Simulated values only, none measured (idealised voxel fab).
Documented hereafter: the process module known as voxel plated lines.
Each square cell in cross-section cut measures 5 nm, and the section as a whole is 240 nm wide.
Bands, listed from the top down, are how a cross-section gets written in this document; the cross-section itself is a grid of square cells, and a band is one or more rows of them. Band entry format. Leading values: height of top, height of bottom, nm. Remainder: materials in left-to-right order, each with its width in nm. Special words: "throughout" on a single material, which then fills the band edge to edge; "blank", empty space. Note: height 0 marks the level under which the wafer is uniformly one material as received. Lowest band unbounded below, written "0 and below". So if you see something like "30->40" for the width, read it as the top row of the band sitting at the first number and the bottom row at the second, with every row in between moving by the same amount as the last. It should be understood that the words "identical to before", when stated for a given step, signify that the cross-section underwent no change in any of its cells during that step. "Voids, enclosed" enumerates empty spaces isolated from the top, with no open way to it, that contain at least 8 cells, giving each as width x height at distance from the left edge, all three in nm. It should be noted that, on the line of a given step, the content following the step's settings is a remark produced by the simulator itself with respect to that step. If you see "overlay nm" on a step's line and that step has a mask, it's telling you how far right of where it was planned the mask ended up; a negative number means it went left instead.

**So here's the lineup of process steps we planned**
1) RECEIVE (material Si)
2) CONFORMAL_DEP (material SiO2; thk nm 5)
3) DIRECTIONAL_DEP (material TiN; thk nm 5)
4) PATTERN (tone open; mask id LINES; material resist; width nm 25; pitch nm 50; thk nm 25; overlay nm 0)
5) EPI (material Ru; thk nm 5)
6) EPI (material Ru; thk nm 10)
7) STRIP (etch materials resist)
8) DIRECTIONAL_ETCH (etch materials TiN; depth nm 5)
9) CONFORMAL_DEP (material SiCN; thk nm 5)

**Cross-section, incoming material, after step 1**
	0 and below: Si throughout
	Voids, enclosed: none

**End-of-module XS, first of two wafers, run as planned**
	30 down to 25: blank 50; SiCN 35; blank 15; SiCN 35; blank 15; SiCN 35; blank 55
	25 down to 10: blank 50; SiCN 5; Ru 25; SiCN 5; blank 15; SiCN 5; Ru 25; SiCN 5; blank 15; SiCN 5; Ru 25; SiCN 5; blank 55
	10 down to 5: SiCN 55; TiN 25; SiCN 25; TiN 25; SiCN 25; TiN 25; SiCN 60
	5 down to 0: SiO2 throughout
	0 and below: Si throughout
	Voids, enclosed: none

**Cross-sectional image of the second wafer of the two following completion of the module. Starting state and process plan were the same as for the first wafer; one execution error occurred**
	20 down to 15: blank 50; SiCN 35; blank 15; SiCN 35; blank 15; SiCN 35; blank 55
	15 down to 10: blank 50; SiCN 5; Ru 25; SiCN 5; blank 15; SiCN 5; Ru 25; SiCN 5; blank 15; SiCN 5; Ru 25; SiCN 5; blank 55
	10 down to 5: SiCN 55; TiN 25; SiCN 25; TiN 25; SiCN 25; TiN 25; SiCN 60
	5 down to 0: SiO2 throughout
	0 and below: Si throughout
	Voids, enclosed: none
Short version of what went wrong: step 6 was left out
Materials where the second wafer ends with more or fewer cells than the first: 30 fewer of Ru, 12 fewer of SiCN
